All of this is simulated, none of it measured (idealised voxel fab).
Title: Process Module voxel double patterning
Xsec cut, 255 nm wide, square cell size 5 nm.
Notation: cross-section as square-cell grid; stated in bands, top first, going down; one or more cell rows per band. This entry defines a band. It first specifies the height of the band's top and the height of its bottom in nm, and then specifies the band's materials from left to right, stating each material with its width in nm. The word "full width" identifies a single material that fills the band from edge to edge, while the word "blank" identifies empty space. Where do heights start? At 0: under that level the wafer as delivered is made of one material only. And the lowest band has no floor; it just carries on downward, as in "0..down". Think of "30 to 40" as a width that walks from the first number to the second as you go down the band, top row to bottom row, taking equal-sized steps from row to row. Any step labelled "nothing was modified" changed none of the cells in the cross-section. "Closed cavities" lists enclosed empty spaces (at least 8 cells, no open path upward to the top), each as width x height at distance from the left edge, in nm. after a step's settings: what the simulator itself notes on the step. "overlay nm", when on a step's line for a step with a mask, measures how far to the right of its planned place the mask lay; a negative measure means to the left. Before/after cross-section pairs, one process step each; after shown to lowest changed band; step and settings beneath. Pairs may be from different runs of this module on the same starting wafer; a pair continues from the one above only where its "State before step" entry says so.
[State before step]
> 0..down | Si full width
> Closed cavities: none
[Post-Process Section]
> 5..0 | SiO2 full width
> Everything below 0 is unchanged.
> Closed cavities: none
Process step separating the two views above: op CONFORMAL_DEP | material SiO2 | thk nm 5
State before step: this step begins from the cross-section that the pair just above shows after its step.
[Post-Process Section]
> 15..5 | TiN full width
> Everything below 5 is unchanged.
> Closed cavities: none
Process step separating the two views above: op DIRECTIONAL_DEP | material TiN | thk nm 10
State before step: this step begins from the cross-section that the pair just above shows after its step.
[Post-Process Section]
> 20..15 | SiCN full width
> Everything below 15 is unchanged.
> Closed cavities: none
Process step separating the two views above: op DIRECTIONAL_DEP | material SiCN | thk nm 5
State before step: this step begins from the cross-section that the pair just above shows after its step.
[Post-Process Section]
> 35..20 | resist=95, blank=15, resist=35, blank=15, resist=95
> Everything below 20 is unchanged.
> Closed cavities: none
Process step separating the two views above: op PATTERN | tone open | mask id FIRST | material resist | width nm 15 | pitch nm 50 | thk nm 15 | overlay nm 0
State before step: this step begins from the cross-section that the pair just above shows after its step.
[Post-Process Section]
> 35..20 | resist=95, blank=15, resist=35, blank=15, resist=95
> 20..15 | SiCN=95, blank=15, SiCN=35, blank=15, SiCN=95
> Everything below 15 is unchanged.
> Closed cavities: none
Process step separating the two views above: op DIRECTIONAL_ETCH | etch materials SiCN | depth nm 5
State before step: this step begins from the cross-section that the pair just above shows after its step.
[Post-Process Section]
> 20..15 | SiCN=95, blank=15, SiCN=35, blank=15, SiCN=95
> Everything below 15 is unchanged.
> Closed cavities: none
Process step separating the two views above: op STRIP | etch materials resist
State before step: this step begins from the cross-section that the pair just above shows after its step.
[Post-Process Section]
> 20..15 | SiCN=95, blank=15, SiCN=10, blank=15, SiCN=10, blank=15, SiCN=95
> Everything below 15 is unchanged.
> Closed cavities: none
Process step separating the two views above: op MASKED_ETCH | tone open | mask id SECOND | width nm 15 | etch materials SiCN | depth nm 5 | overlay nm 0
State before step: this step begins from the cross-section that the pair just above shows after its step.
[Post-Process Section]
> 20..15 | SiCN=95, blank=15, SiCN=10, blank=15, SiCN=10, blank=15, SiCN=95
> 15..5 | TiN=95, blank=15, TiN=10, blank=15, TiN=10, blank=15, TiN=95
> Everything below 5 is unchanged.
> Closed cavities: none
Process step separating the two views above: op DIRECTIONAL_ETCH | etch materials TiN | depth nm 10
State before step: this step begins from the cross-section that the pair just above shows after its step.
[Post-Process Section]
> 15..5 | TiN=95, blank=15, TiN=10, blank=15, TiN=10, blank=15, TiN=95
> Everything below 5 is unchanged.
> Closed cavities: none
Process step separating the two views above: op STRIP | etch materials SiCN
[State before step]
> 0..down | Si full width
> Closed cavities: none
[Post-Process Section]
> 10..0 | TiN full width
> Everything below 0 is unchanged.
> Closed cavities: none
Process step separating the two views above: op DIRECTIONAL_DEP | material TiN | thk nm 10
State before step: this step begins from the cross-section that the pair just above shows after its step.
[Post-Process Section]
> 15..10 | SiCN full width
> Everything below 10 is unchanged.
> Closed cavities: none
Process step separating the two views above: op DIRECTIONAL_DEP | material SiCN | thk nm 5
State before step: this step begins from the cross-section that the pair just above shows after its step.
[Post-Process Section]
> 30..15 | resist=95, blank=15, resist=35, blank=15, resist=95
> Everything below 15 is unchanged.
> Closed cavities: none
Process step separating the two views above: op PATTERN | tone open | mask id FIRST | material resist | width nm 15 | pitch nm 50 | thk nm 15 | overlay nm 0
State before step: this step begins from the cross-section that the pair just above shows after its step.
[Post-Process Section]
> 30..15 | resist=95, blank=15, resist=35, blank=15, resist=95
> 15..10 | SiCN=95, blank=15, SiCN=35, blank=15, SiCN=95
> Everything below 10 is unchanged.
> Closed cavities: none
Process step separating the two views above: op DIRECTIONAL_ETCH | etch materials SiCN | depth nm 5
State before step: this step begins from the cross-section that the pair just above shows after its step.
[Post-Process Section]
> 15..10 | SiCN=95, blank=15, SiCN=35, blank=15, SiCN=95
> Everything below 10 is unchanged.
> Closed cavities: none
Process step separating the two views above: op STRIP | etch materials resist
State before step: this step begins from the cross-section that the pair just above shows after its step.
[Post-Process Section]
> 15..10 | SiCN=95, blank=15, SiCN=10, blank=15, SiCN=10, blank=15, SiCN=95
> Everything below 10 is unchanged.
> Closed cavities: none
Process step separating the two views above: op MASKED_ETCH | tone open | mask id SECOND | width nm 15 | etch materials SiCN | depth nm 5 | overlay nm 0
State before step: this step begins from the cross-section that the pair just above shows after its step.
[Post-Process Section]
> 15..10 | SiCN=95, blank=15, SiCN=10, blank=15, SiCN=10, blank=15, SiCN=95
> 10..0 | TiN=95, blank=15, TiN=10, blank=15, TiN=10, blank=15, TiN=95
> Everything below 0 is unchanged.
> Closed cavities: none
Process step separating the two views above: op DIRECTIONAL_ETCH | etch materials TiN | depth nm 10
State before step: this step begins from the cross-section that the pair just above shows after its step.
[Post-Process Section]
> 10..0 | TiN=95, blank=15, TiN=10, blank=15, TiN=10, blank=15, TiN=95
> Everything below 0 is unchanged.
> Closed cavities: none
Process step separating the two views above: op STRIP | etch materials SiCN
[State before step]
> 10..0 | TiN full width
> 0..down | Si full width
> Closed cavities: none
[Post-Process Section]
> 15..10 | SiO2 full width
> Everything below 10 is unchanged.
> Closed cavities: none
Process step separating the two views above: op CONFORMAL_DEP | material SiO2 | thk nm 5
State before step: this step begins from the cross-section that the pair just above shows after its step.
[Post-Process Section]
> 20..15 | SiCN full width
> Everything below 15 is unchanged.
> Closed cavities: none
Process step separating the two views above: op DIRECTIONAL_DEP | material SiCN | thk nm 5
State before step: this step begins from the cross-section that the pair just above shows after its step.
[Post-Process Section]
> 35..20 | resist=95, blank=15, resist=35, blank=15, resist=95
> Everything below 20 is unchanged.
> Closed cavities: none
Process step separating the two views above: op PATTERN | tone open | mask id FIRST | material resist | width nm 15 | pitch nm 50 | thk nm 15 | overlay nm 0
State before step: this step begins from the cross-section that the pair just above shows after its step.
[Post-Process Section]
> 35..20 | resist=95, blank=15, resist=35, blank=15, resist=95
> 20..15 | SiCN=95, blank=15, SiCN=35, blank=15, SiCN=95
> Everything below 15 is unchanged.
> Closed cavities: none
Process step separating the two views above: op DIRECTIONAL_ETCH | etch materials SiCN | depth nm 5
State before step: this step begins from the cross-section that the pair just above shows after its step.
[Post-Process Section]
> 20..15 | SiCN=95, blank=15, SiCN=35, blank=15, SiCN=95
> Everything below 15 is unchanged.
> Closed cavities: none
Process step separating the two views above: op STRIP | etch materials resist
State before step: this step begins from the cross-section that the pair just above shows after its step.
[Post-Process Section]
> 20..15 | SiCN=95, blank=15, SiCN=10, blank=15, SiCN=10, blank=15, SiCN=95
> Everything below 15 is unchanged.
> Closed cavities: none
Process step separating the two views above: op MASKED_ETCH | tone open | mask id SECOND | width nm 15 | etch materials SiCN | depth nm 5 | overlay nm 0
State before step: this step begins from the cross-section that the pair just above shows after its step.
[Post-Process Section]
> 15..10 | SiO2 full width
> Everything below 10 is unchanged.
> Closed cavities: none
Process step separating the two views above: op STRIP | etch materials SiCN
[State before step]
> 5..0 | SiO2 full width
> 0..down | Si full width
> Closed cavities: none
[Post-Process Section]
> 10..5 | TiN full width
> Everything below 5 is unchanged.
> Closed cavities: none
Process step separating the two views above: op DIRECTIONAL_DEP | material TiN | thk nm 5
State before step: this step begins from the cross-section that the pair just above shows after its step.
[Post-Process Section]
> 15..10 | SiCN full width
> Everything below 10 is unchanged.
> Closed cavities: none
Process step separating the two views above: op DIRECTIONAL_DEP | material SiCN | thk nm 5
State before step: this step begins from the cross-section that the pair just above shows after its step.
[Post-Process Section]
> 30..15 | resist=95, blank=15, resist=35, blank=15, resist=95
> Everything below 15 is unchanged.
> Closed cavities: none
Process step separating the two views above: op PATTERN | tone open | mask id FIRST | material resist | width nm 15 | pitch nm 50 | thk nm 15 | overlay nm 0
State before step: this step begins from the cross-section that the pair just above shows after its step.
[Post-Process Section]
> 30..15 | resist=95, blank=15, resist=35, blank=15, resist=95
> 15..10 | SiCN=95, blank=15, SiCN=35, blank=15, SiCN=95
> Everything below 10 is unchanged.
> Closed cavities: none
Process step separating the two views above: op DIRECTIONAL_ETCH | etch materials SiCN | depth nm 5
State before step: this step begins from the cross-section that the pair just above shows after its step.
[Post-Process Section]
> 15..10 | SiCN=95, blank=15, SiCN=35, blank=15, SiCN=95
> Everything below 10 is unchanged.
> Closed cavities: none
Process step separating the two views above: op STRIP | etch materials resist
State before step: this step begins from the cross-section that the pair just above shows after its step.
[Post-Process Section]
> 15..10 | SiCN=95, blank=15, SiCN=10, blank=15, SiCN=10, blank=15, SiCN=95
> Everything below 10 is unchanged.
> Closed cavities: none
Process step separating the two views above: op MASKED_ETCH | tone open | mask id SECOND | width nm 15 | etch materials SiCN | depth nm 5 | overlay nm 0
State before step: this step begins from the cross-section that the pair just above shows after its step.
[Post-Process Section]
> 15..10 | SiCN=95, blank=15, SiCN=10, blank=15, SiCN=10, blank=15, SiCN=95
> 10..5 | TiN=95, blank=15, TiN=10, blank=15, TiN=10, blank=15, TiN=95
> Everything below 5 is unchanged.
> Closed cavities: none
Process step separating the two views above: op DIRECTIONAL_ETCH | etch materials TiN | depth nm 10
State before step: this step begins from the cross-section that the pair just above shows after its step.
[Post-Process Section]
> 10..5 | TiN=95, blank=15, TiN=10, blank=15, TiN=10, blank=15, TiN=95
> Everything below 5 is unchanged.
> Closed cavities: none
Process step separating the two views above: op STRIP | etch materials SiCN
[State before step]
> 20..15 | SiCN=95, blank=15, SiCN=35, blank=15, SiCN=95
> 15..5 | TiN full width
> 5..0 | SiO2 full width
> 0..down | Si full width
> Closed cavities: none
[Post-Process Section]
> 20..15 | SiCN=95, blank=15, SiCN=10, blank=20, SiCN=5, blank=15, SiCN=95
> Everything below 15 is unchanged.
> Closed cavities: none
Process step separating the two views above: op MASKED_ETCH | tone open | mask id SECOND | width nm 20 | etch materials SiCN | depth nm 5 | overlay nm 0
State before step: this step begins from the cross-section that the pair just above shows after its step.
[Post-Process Section]
> 20..15 | SiCN=95, blank=15, SiCN=10, blank=20, SiCN=5, blank=15, SiCN=95
> 15..5 | TiN=95, blank=15, TiN=10, blank=20, TiN=5, blank=15, TiN=95
> Everything below 5 is unchanged.
> Closed cavities: none
Process step separating the two views above: op DIRECTIONAL_ETCH | etch materials TiN | depth nm 10
State before step: this step begins from the cross-section that the pair just above shows after its step.
[Post-Process Section]
> 15..5 | TiN=95, blank=15, TiN=10, blank=20, TiN=5, blank=15, TiN=95
> Everything below 5 is unchanged.
> Closed cavities: none
Process step separating the two views above: op STRIP | etch materials SiCN
[State before step]
> 20..15 | SiCN full width
> 15..5 | TiN full width
> 5..0 | SiO2 full width
> 0..down | Si full width
> Closed cavities: none
[Post-Process Section]
> 35..20 | resist=85, blank=15, resist=35, blank=15, resist=105
> Everything below 20 is unchanged.
> Closed cavities: none
Process step separating the two views above: op PATTERN | tone open | mask id FIRST | material resist | width nm 15 | pitch nm 50 | thk nm 15 | overlay nm -10
State before step: this step begins from the cross-section that the pair just above shows after its step.
[Post-Process Section]
> 35..20 | resist=85, blank=15, resist=35, blank=15, resist=105
> 20..15 | SiCN=85, blank=15, SiCN=35, blank=15, SiCN=105
> Everything below 15 is unchanged.
> Closed cavities: none
Process step separating the two views above: op DIRECTIONAL_ETCH | etch materials SiCN | depth nm 5
State before step: this step begins from the cross-section that the pair just above shows after its step.
[Post-Process Section]
> 20..15 | SiCN=85, blank=15, SiCN=35, blank=15, SiCN=105
> Everything below 15 is unchanged.
> Closed cavities: none
Process step separating the two views above: op STRIP | etch materials resist
State before step: this step begins from the cross-section that the pair just above shows after its step.
[Post-Process Section]
> 20..15 | SiCN=85, blank=15, SiCN=20, blank=30, SiCN=105
> Everything below 15 is unchanged.
> Closed cavities: none
Process step separating the two views above: op MASKED_ETCH | tone open | mask id SECOND | width nm 15 | etch materials SiCN | depth nm 5 | overlay nm 0
State before step: this step begins from the cross-section that the pair just above shows after its step.
[Post-Process Section]
> 20..15 | SiCN=85, blank=15, SiCN=20, blank=30, SiCN=105
> 15..5 | TiN=85, blank=15, TiN=20, blank=30, TiN=105
> Everything below 5 is unchanged.
> Closed cavities: none
Process step separating the two views above: op DIRECTIONAL_ETCH | etch materials TiN | depth nm 10
State before step: this step begins from the cross-section that the pair just above shows after its step.
[Post-Process Section]
> 15..5 | TiN=85, blank=15, TiN=20, blank=30, TiN=105
> Everything below 5 is unchanged.
> Closed cavities: none
Process step separating the two views above: op STRIP | etch materials SiCN
[State before step]
> 15..5 | TiN full width
> 5..0 | SiO2 full width
> 0..down | Si full width
> Closed cavities: none
[Post-Process Section]
> 20..5 | TiN full width
> Everything below 5 is unchanged.
> Closed cavities: none
Process step separating the two views above: op DIRECTIONAL_DEP | material TiN | thk nm 5
State before step: this step begins from the cross-section that the pair just above shows after its step.
[Post-Process Section]
> 35..20 | resist=95, blank=15, resist=35, blank=15, resist=95
> Everything below 20 is unchanged.
> Closed cavities: none
Process step separating the two views above: op PATTERN | tone open | mask id FIRST | material resist | width nm 15 | pitch nm 50 | thk nm 15 | overlay nm 0
State before step: this step begins from the cross-section that the pair just above shows after its step.
[Post-Process Section]
> 20..5 | TiN full width
> Everything below 5 is unchanged.
> Closed cavities: none
Process step separating the two views above: op STRIP | etch materials resist
State before step: this step begins from the cross-section that the pair just above shows after its step.
[Post-Process Section]
> 10..5 | TiN full width
> Everything below 5 is unchanged.
> Closed cavities: none
Process step separating the two views above: op DIRECTIONAL_ETCH | etch materials TiN | depth nm 10
[State before step]
> 20..15 | SiCN=95, blank=15, SiCN=35, blank=15, SiCN=95
> 15..5 | TiN full width
> 5..0 | SiO2 full width
> 0..down | Si full width
> Closed cavities: none
[Post-Process Section]
> 20..15 | blank=120, SiCN=15, blank=120
> Everything below 15 is unchanged.
> Closed cavities: none
Process step separating the two views above: op MASKED_ETCH | tone cover | mask id SECOND | width nm 15 | etch materials SiCN | depth nm 5 | overlay nm 0
State before step: this step begins from the cross-section that the pair just above shows after its step.
[Post-Process Section]
> 20..15 | blank=120, SiCN=15, blank=120
> 15..5 | blank=120, TiN=15, blank=120
> Everything below 5 is unchanged.
> Closed cavities: none
Process step separating the two views above: op DIRECTIONAL_ETCH | etch materials TiN | depth nm 10
State before step: this step begins from the cross-section that the pair just above shows after its step.
[Post-Process Section]
> 15..5 | blank=120, TiN=15, blank=120
> Everything below 5 is unchanged.
> Closed cavities: none
Process step separating the two views above: op STRIP | etch materials SiCN
